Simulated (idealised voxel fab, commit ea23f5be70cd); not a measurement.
The process module presented herein is designated voxel self aligned vias.
Square cell edge 5 nm, section width 165 nm, ID cut.
Format of a cross-section: grid, square cells. Given as bands. Order: top down. Band: one or more rows of cells. A band entry consists of two parts. The first gives the height of the band's top and the height of its bottom, in nm. The rest lists the band's materials from left to right, each with its width in nm. A single material labelled with the word "edge to edge" fills the band from edge to edge, and the word "blank" marks empty space. Height reference: 0 = level under which incoming wafer is all one material. Lowest band: no bottom, runs on downward, e.g. "z 0 and below". So if you see something like "30 to 40" for the width, read it as the top row of the band sitting at the first number and the bottom row at the second, with every row in between moving by the same amount as the last. Where the words "stayed the same" appear for a step, the cross-section shows no cell changed by that step; every cell remained as before. Empty spaces without an open route to the top, at least 8 cells in extent, make up the entry "Enclosed void listing"; each is given as width x height at distance, where the distance is measured from the left edge, and all are in nm. On each step's line, the part that comes after the settings is the simulator's own comment on the step. overlay nm: where the mask lay relative to plan, measured to the right, on steps with a mask; negatives go left.
Process steps foreseen in the plan:
1. RECEIVE (material Si)
2. CONFORMAL_DEP (material SiO2; thk nm 10)
3. CONFORMAL_DEP (material SiCN; thk nm 5)
4. DIRECTIONAL_DEP (material lowk; thk nm 25)
5. PATTERN (tone open; mask id LINES; material resist; width nm 20; pitch nm 70; thk nm 15; overlay nm 0)
6. DIRECTIONAL_ETCH (etch materials lowk; depth nm 25)
7. STRIP (etch materials resist)
8. CONFORMAL_DEP (material TiN; thk nm 5)
9. FILL_DEP (material Ru; thk nm 10)
10. CMP (height nm 30)
11. SELECTIVE_ETCH (etch materials W Ru TiN; depth nm 10)
12. FILL_DEP (material SiN; thk nm 10)
13. CMP (height nm 40)
14. DIRECTIONAL_DEP (material lowk; thk nm 20)
15. MASKED_ETCH (tone open; mask id VIAS; width nm 40; etch materials lowk; depth nm 20; overlay nm 0)
16. MASKED_ETCH (tone open; mask id VIAS; width nm 40; etch materials SiN; depth nm 10; overlay nm 0)
17. CONFORMAL_DEP (material TiN; thk nm 5)
18. FILL_DEP (material Ru; thk nm 5)
19. CMP (height nm 60)
20. CONFORMAL_DEP (material SiCN; thk nm 5)
Variable across wafers: step 10 height nm (plan value is that of the first wafer; starting state common to all).
First wafer as received, after step 1:
> z 0 and below | Si edge to edge
> Enclosed void listing: none
At the end of the module, after its last step, step 20, the first of several wafers appears in cross-section as follows:
> z 65 to 60 | SiCN edge to edge
> z 60 to 40 | lowk=25, TiN=5, Ru=30, TiN=5, lowk=100
> z 40 to 35 | SiN=25, TiN=5, Ru=30, TiN=5, SiN=100
> z 35 to 30 | SiN=25, TiN=40, SiN=100
> z 30 to 20 | lowk=35, SiN=20, lowk=50, SiN=20, lowk=40
> z 20 to 15 | lowk=35, TiN=20, lowk=50, TiN=20, lowk=40
> z 15 to 10 | SiCN edge to edge
> z 10 to 0 | SiO2 edge to edge
> z 0 and below | Si edge to edge
> Enclosed void listing: none
Cross-section, last wafer, module completion:
> z 65 to 60 | SiCN edge to edge
> z 60 to 45 | lowk=25, TiN=5, Ru=30, TiN=5, lowk=100
> z 45 to 40 | lowk=25, TiN=40, lowk=100
> z 40 to 20 | lowk=35, TiN=5, Ru=10, TiN=5, lowk=50, TiN=5, Ru=10, TiN=5, lowk=40
> z 20 to 15 | lowk=35, TiN=20, lowk=50, TiN=20, lowk=40
> z 15 to 10 | SiCN edge to edge
> z 10 to 0 | SiO2 edge to edge
> z 0 and below | Si edge to edge
> Enclosed void listing: none
Gained (+) or lost (-) cells of each material since receipt, then closed voids: one row per wafer, at the end of the module:
height nm 30, +30 Ru, +66 SiCN, +66 SiN, +66 SiO2, +26 TiN, +175 lowk, Enclosed void listing: none
height nm 35, +30 Ru, +66 SiCN, +37 SiN, +66 SiO2, +30 TiN, +200 lowk, Enclosed void listing: none
height nm 40, +30 Ru, +66 SiCN, +8 SiN, +66 SiO2, +34 TiN, +225 lowk, Enclosed void listing: none
height nm 45, +32 Ru, +66 SiCN, +4 SiN, +66 SiO2, +36 TiN, +225 lowk, Enclosed void listing: none
height nm 50, +34 Ru, +66 SiCN, +66 SiO2, +38 TiN, +225 lowk, Enclosed void listing: none
height nm 55, +34 Ru, +66 SiCN, +66 SiO2, +38 TiN, +225 lowk, Enclosed void listing: none
